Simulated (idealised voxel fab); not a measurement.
process module | voxel self aligned contacts
Cross-section cut spans 170 nm and uses square cells 5 nm in size.
Cross-section layout: square cells on a grid; listed as bands, top to bottom; a band spans one or more cell rows.
Band entry format. Leading values: height of top, height of bottom, nm. Remainder: materials in left-to-right order, each with its width in nm. Special words: "full width" on a single material, which then fills the band edge to edge; "air", empty space.
Ref level 0: as-received wafer is one material below here. Bottom band extends down with no lower bound ("top 0, no bottom").
A width given as "30->40" starts at the first number in the band's top row and ends at the second number in its bottom row, shifting by an equal amount at every step from row to row.
"remains unaltered" means the step left every cell of the cross-section as it was.
What "Enclosed void list" gives you is every empty space of 8 cells or more that is cut off from the top. Each appears as width x height at distance, with the distance taken from the left edge and width, height and distance all in nm.
Text after the settings on a step's line: the simulator's own remark on that step.
overlay nm: mask right of planned place by this much (step with mask). Neg. = left.

-- Process steps (planned)
1: RECEIVE (material Si)
2: OXIDIZE (depth nm 5)
3: DIRECTIONAL_DEP (material polySi; thk nm 20)
4: DIRECTIONAL_DEP (material SiN; thk nm 25)
5: DIRECTIONAL_DEP (material aC; thk nm 15)
6: PATTERN (tone cover; mask id GATE; material resist; width nm 35; pitch nm 70; thk nm 30; overlay nm 0)
7: DIRECTIONAL_ETCH (etch materials aC; depth nm 15)
8: STRIP (etch materials resist)
9: DIRECTIONAL_ETCH (etch materials SiN; depth nm 25)
10: DIRECTIONAL_ETCH (etch materials polySi; depth nm 20)
11: STRIP (etch materials aC)
12: CONFORMAL_DEP (material SiN; thk nm 10)
13: DIRECTIONAL_ETCH (etch materials SiN; depth nm 10)
14: FILL_DEP (material SiO2; thk nm 15)
15: CMP (height nm 50)
16: PATTERN (tone open; mask id CONTACT; material resist; width nm 55; thk nm 20; overlay nm 0)
17: DIRECTIONAL_ETCH (etch materials SiO2; depth nm 55)
18: STRIP (etch materials resist)
19: CONFORMAL_DEP (material TiN; thk nm 5)
20: FILL_DEP (material Ru; thk nm 5)
21: CMP (height nm 50)
22: CONFORMAL_DEP (material SiCN; thk nm 5)

-- Delivered wafer in cross-section: state after step 1
> top 0, no bottom  Si full width
> Enclosed void list: none

-- Post-module cross-section of the first of two wafers (run per plan)
> top 55, bottom 50  SiCN full width
> top 50, bottom 45  55 of SiO2 / 25 of TiN / 5 of Ru / 25 of TiN / 60 of SiO2
> top 45, bottom 20  20 of SiO2 / 55 of SiN / 5 of TiN / 5 of Ru / 5 of TiN / 55 of SiN / 25 of SiO2
> top 20, bottom 0  20 of SiO2 / 10 of SiN / 35 of polySi / 10 of SiN / 5 of TiN / 5 of Ru / 5 of TiN / 10 of SiN / 35 of polySi / 10 of SiN / 25 of SiO2
> top 0, bottom -5  75 of SiO2 / 15 of TiN / 80 of SiO2
> top -5, no bottom  Si full width
> Enclosed void list: none

-- End-of-module cross-section of the second wafer: identical starting point and process plan to the first, with one processing mistake
> top 55, bottom 50  SiCN full width
> top 50, bottom 45  55 of SiO2 / 25 of TiN / 5 of Ru / 25 of TiN / 60 of SiO2
> top 45, bottom 20  20 of SiO2 / 55 of SiN / 5 of TiN / 5 of Ru / 5 of TiN / 55 of SiN / 25 of SiO2
> top 20, bottom 0  20 of SiO2 / 10 of SiN / 35 of polySi / 10 of SiN / 5 of TiN / 5 of Ru / 5 of TiN / 10 of SiN / 35 of polySi / 10 of SiN / 25 of SiO2
> top 0, bottom -5  75 of SiO2 / 15 of TiN / 80 of SiO2
> top -5, bottom -10  SiO2 full width
> top -10, no bottom  Si full width
> Enclosed void list: none
Here's what went sideways: step 2 did not happen as planned, as run it was OXIDIZE (depth nm 10)
Wrapping up, a cell-based count of both wafers puts the second over or under the first for these materials: Si -34; SiO2 +34
